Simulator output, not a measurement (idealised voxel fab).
Module name: voxel tone inversion (process module)
The width of the displayed cross-section, cut, is 180 nm; its cells are square, with a size of 5 nm.
Cross-sections here: square-cell grids, written as top-down lists of bands, a band being one or more rows of cells. Per band: top height and bottom height in nm, followed by the left-to-right materials and their widths in nm; "throughout" marks a single material spanning edge to edge, "air" marks empty space. It should be noted that heights are counted from 0, beneath which the wafer as supplied is of one material throughout, and that the lowest band possesses no lower boundary but continues downward, as written in "0 nm and below". When a width is written as two numbers, as in "30->40", the first number is the width in the top row of cells of the band and the second is the width in its bottom row, and the width changes by the same amount from each row to the next. It should be understood that the words "remained the same", when stated for a given step, signify that the cross-section underwent no change in any of its cells during that step. You'll see "Completely sealed voids" listing empty spaces that have no way open to the top, as long as they're 8 cells or more; the notation is width x height at distance, where the distance is from the left edge, and all of it is in nm. Past the settings on a step's line: simulator remark, on that step. overlay nm: mask offset rightward from planned place, masked step; negative means leftward offset.

Below is the list of planned process steps
1: RECEIVE (material Si)
2: CONFORMAL_DEP (material SiN; thk nm 5)
3: DIRECTIONAL_DEP (material aC; thk nm 15)
4: PATTERN (tone cover; mask id POSTS; material resist; width nm 15; pitch nm 40; thk nm 20; overlay nm 0)
5: DIRECTIONAL_ETCH (etch materials aC; depth nm 15)
6: STRIP (etch materials resist)
7: FILL_DEP (material SiO2; thk nm 5)
8: CMP (height nm 20)
9: STRIP (etch materials aC)

As received (post step 1): cross-section
> 0 nm and below: Si throughout
> Completely sealed voids: none

The following cross-section depicts the wafer upon conclusion of the module. Processing commenced from the starting condition illustrated above and adhered to the plan illustrated above, save for one mistake in execution
> 20 nm to 5 nm: SiO2 throughout
> 5 nm to 0 nm: SiN throughout
> 0 nm and below: Si throughout
> Completely sealed voids: none
Nonconformance to the process plan: step 3 did not happen as planned, as run it was DIRECTIONAL_DEP (material SiO2; thk nm 15)
